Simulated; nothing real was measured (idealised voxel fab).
A process module follows: voxel self aligned contacts.
Shown is cross-section cut, with a width of 175 nm and square cells of size 5 nm.
When this document writes out a cross-section, it uses a grid of square cells and lists it as bands, beginning at the top and moving down, with a band standing for one or more rows of cells. What a band's entry tells you: where the top is and where the bottom is, as heights in nm, and after that what lies inside, material by material from left to right, each with its width in nm. Empty space is written as the word "blank", and a single material marked with the word "everywhere" occupies the band from edge to edge. The level at which height equals 0 is the one under which the wafer, as it arrives, is entirely one material. No lower edge exists for the bottom band, which continues downward and is notated as in "0 nm and below". Top row gets the first number, bottom row gets the second, and each row in between changes by the same step: that is how a band width like "30->40" works. Reading "remained unchanged" for a step: not a cell of the cross-section changed in it. Sealed-off cavities: empty space of 8 cells or more with no open way to the top, each as width x height at its distance from the left edge, in nm. Anything after a step's settings on that line? It's the simulator's own note about the step. For masked steps, "overlay nm" on the step line gives how far right of plan the mask actually lay; a minus sign means it lay to the left.
The steps planned for the process are as follows:
1,RECEIVE, material Si
2,CONFORMAL_DEP, material SiO2, thk nm 5
3,DIRECTIONAL_DEP, material polySi, thk nm 20
4,DIRECTIONAL_DEP, material SiN, thk nm 20
5,MASKED_ETCH, tone cover, mask id GATE, width nm 35, pitch nm 65, etch materials SiN, depth nm 20, overlay nm 0
6,MASKED_ETCH, tone cover, mask id GATE, width nm 35, pitch nm 65, etch materials polySi, depth nm 20, overlay nm 0
7,CONFORMAL_DEP, material SiN, thk nm 5
8,DIRECTIONAL_ETCH, etch materials SiN, depth nm 5
9,FILL_DEP, material SiO2, thk nm 10
10,CMP, height nm 50
11,PATTERN, tone open, mask id CONTACT, material resist, width nm 40, thk nm 20, overlay nm 0
12,DIRECTIONAL_ETCH, etch materials SiO2, depth nm 50
13,STRIP, etch materials resist
14,CONFORMAL_DEP, material TiN, thk nm 5
15,FILL_DEP, material W, thk nm 10
16,CMP, height nm 50
17,CONFORMAL_DEP, material SiN, thk nm 5
Heads up: all these wafers start the same, and what changes between them is the thk nm in step 17. The value you see in the plan is just what the first wafer got.
first wafer as received, after step 1:
0 nm and below | Si everywhere
Sealed-off cavities: none
Below is a per-wafer table. In it, each row describes the wafer at the end of the module by giving, for each material, the number of cells gained (+) or lost (-) since the wafer was received, and after that the closed voids of the wafer:
thk nm 5; +123 SiN; +162 SiO2; +26 TiN; +18 W; +56 polySi; Sealed-off cavities: none
thk nm 10; +158 SiN; +162 SiO2; +26 TiN; +18 W; +56 polySi; Sealed-off cavities: none
thk nm 15; +193 SiN; +162 SiO2; +26 TiN; +18 W; +56 polySi; Sealed-off cavities: none
thk nm 20; +228 SiN; +162 SiO2; +26 TiN; +18 W; +56 polySi; Sealed-off cavities: none
